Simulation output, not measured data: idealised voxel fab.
The process module presented herein is designated voxel self aligned contacts.
The cross-section shown here is cut; it is 180 nm wide and divided into square cells measuring 5 nm on a side.
Think of the cross-section as a grid of square cells. We describe it in bands, top to bottom, and each band covers one or more rows of those cells.
Read a band's entry like this: the first values are the height of its top and the height of its bottom in nm, and what follows is the sequence of materials from left to right, each with its width in nm. Note that "air" is empty space, and that a single material marked "full width" reaches across the band from edge to edge.
Convention: height 0 is the level below which the wafer, as received, is all one material. The lowest band does not terminate at the bottom but continues downward, represented as "0 and below".
A width given as "30..40" starts at the first number in the band's top row and ends at the second number in its bottom row, shifting by an equal amount at every step from row to row.
Where the words "no modification" appear for a step, the cross-section shows no cell changed by that step; every cell remained as before.
"Enclosed internal cavities" contains a list of empty spaces, each no smaller than 8 cells and without an open way to the top, written in the form width x height at distance with the distance from the left edge and all three in nm.
On a step's line, text after the settings is the simulator commenting on that step.
overlay nm: how far to the right of its planned place the mask lay on this masked step (negative: to the left).

**Steps planned for the process**
1,RECEIVE, material Si
2,CONFORMAL_DEP, material SiO2, thk nm 5
3,DIRECTIONAL_DEP, material polySi, thk nm 30
4,DIRECTIONAL_DEP, material SiN, thk nm 20
5,MASKED_ETCH, tone cover, mask id GATE, width nm 30, pitch nm 65, etch materials SiN, depth nm 20, overlay nm 0
6,MASKED_ETCH, tone cover, mask id GATE, width nm 30, pitch nm 65, etch materials polySi, depth nm 30, overlay nm 0
7,CONFORMAL_DEP, material SiN, thk nm 10
8,DIRECTIONAL_ETCH, etch materials SiN, depth nm 10
9,FILL_DEP, material SiO2, thk nm 15
10,CMP, height nm 65
11,PATTERN, tone open, mask id CONTACT, material resist, width nm 45, thk nm 20, overlay nm 0
12,DIRECTIONAL_ETCH, etch materials SiO2, depth nm 65
13,STRIP, etch materials resist
14,CONFORMAL_DEP, material TiN, thk nm 5
15,FILL_DEP, material Ru, thk nm 10
16,CMP, height nm 65
17,CONFORMAL_DEP, material SiN, thk nm 5

**This is the cross-section of the wafer as we received it, i.e. after step 1**
> 0 and below  Si full width
> Enclosed internal cavities: none

**The module was run from the start shown above using the plan shown above, but one mistake was made doing it; the resulting wafer cross-section is below**
> 70 down to 65  SiN full width
> 65 down to 55  65 nm SiO2; 5 nm TiN; 35 nm Ru; 5 nm TiN; 70 nm SiO2
> 55 down to 50  65 nm SiO2; 20 nm TiN; 5 nm Ru; 20 nm TiN; 70 nm SiO2
> 50 down to 30  30 nm SiO2; 50 nm SiN; 5 nm TiN; 5 nm Ru; 5 nm TiN; 50 nm SiN; 35 nm SiO2
> 30 down to 5  30 nm SiO2; 10 nm SiN; 30 nm polySi; 10 nm SiN; 5 nm TiN; 5 nm Ru; 5 nm TiN; 10 nm SiN; 30 nm polySi; 10 nm SiN; 35 nm SiO2
> 5 down to 0  30 nm SiO2; 10 nm SiN; 30 nm polySi; 10 nm SiN; 15 nm TiN; 10 nm SiN; 30 nm polySi; 10 nm SiN; 35 nm SiO2
> 0 and below  Si full width
> Enclosed internal cavities: none
Diagnosis: step 2 of the plan got skipped, so it never ran
